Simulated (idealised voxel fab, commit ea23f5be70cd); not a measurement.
Module name: voxel ribs on slabs (process module)
Section cut is 155 nm wide and gridded with 5 nm square cells.
Cross-sections here: square-cell grids, written as top-down lists of bands, a band being one or more rows of cells. Band: top and bottom heights (nm) first, top before bottom; then materials from left to right, widths in nm. "throughout" marks a sole material filling the band edge to edge. "empty" denotes empty space. Heights are measured from 0, the level below which the as-received wafer is all one material; the lowest band has no bottom and continues downward, written as in "0 and below". When a width is written as two numbers, as in "30 to 40", the first number is the width in the top row of cells of the band and the second is the width in its bottom row, and the width changes by the same amount from each row to the next. "all unchanged" after a step means that no cell of the cross-section changed. In the "Encapsulated voids" entry, you get each enclosed empty space of 8 cells or more, one with no open way to the top, written width x height at distance, distance from the left edge, in nm. If you see something after the settings on a step's line, that's the simulator's own remark about that step. You can add "overlay nm" to a step's line. For a step with a mask, it describes how far the mask lay to the right of its planned position, and a negative number describes a lay to the left.

These are the steps we planned for the process:
step 1: op RECEIVE | material Si
step 2: op DIRECTIONAL_DEP | material SiO2 | thk nm 25
step 3: op DIRECTIONAL_DEP | material SiN | thk nm 15
step 4: op PATTERN | tone cover | mask id RIB | material resist | width nm 15 | thk nm 15 | overlay nm 0
step 5: op DIRECTIONAL_ETCH | etch materials SiN | depth nm 10
step 6: op STRIP | etch materials resist
step 7: op MASKED_ETCH | tone cover | mask id SLAB | width nm 65 | etch materials SiN | depth nm 5 | overlay nm 0
step 8: op FILL_DEP | material SiO2 | thk nm 20
step 9: op CMP | height nm 55
step 10: op DIRECTIONAL_DEP | material W | thk nm 10
step 11: op MASKED_ETCH | tone cover | mask id HEATER | width nm 25 | etch materials W | depth nm 10 | overlay nm 0
step 12: op CONFORMAL_DEP | material SiO2 | thk nm 10

Cross-section of the wafer at receipt, which is the condition after step 1:
    0 and below = Si throughout
    Encapsulated voids: none

Cross-sectional result after module completion. Note: starting condition and plan are unchanged from above; one processing mistake was made:
    75 down to 65 = 45 nm empty; 45 nm SiO2; 65 nm empty
    65 down to 55 = 55 nm SiO2; 25 nm W; 75 nm SiO2
    55 down to 40 = SiO2 throughout
    40 down to 30 = 70 nm SiO2; 15 nm SiN; 70 nm SiO2
    30 down to 25 = 45 nm SiO2; 65 nm SiN; 45 nm SiO2
    25 down to 0 = SiO2 throughout
    0 and below = Si throughout
    Encapsulated voids: none
Error vs. plan: step 11 was run on a setting that differed from the plan, and what really ran there is op MASKED_ETCH | tone cover | mask id HEATER | width nm 25 | etch materials W | depth nm 10 | overlay nm -10
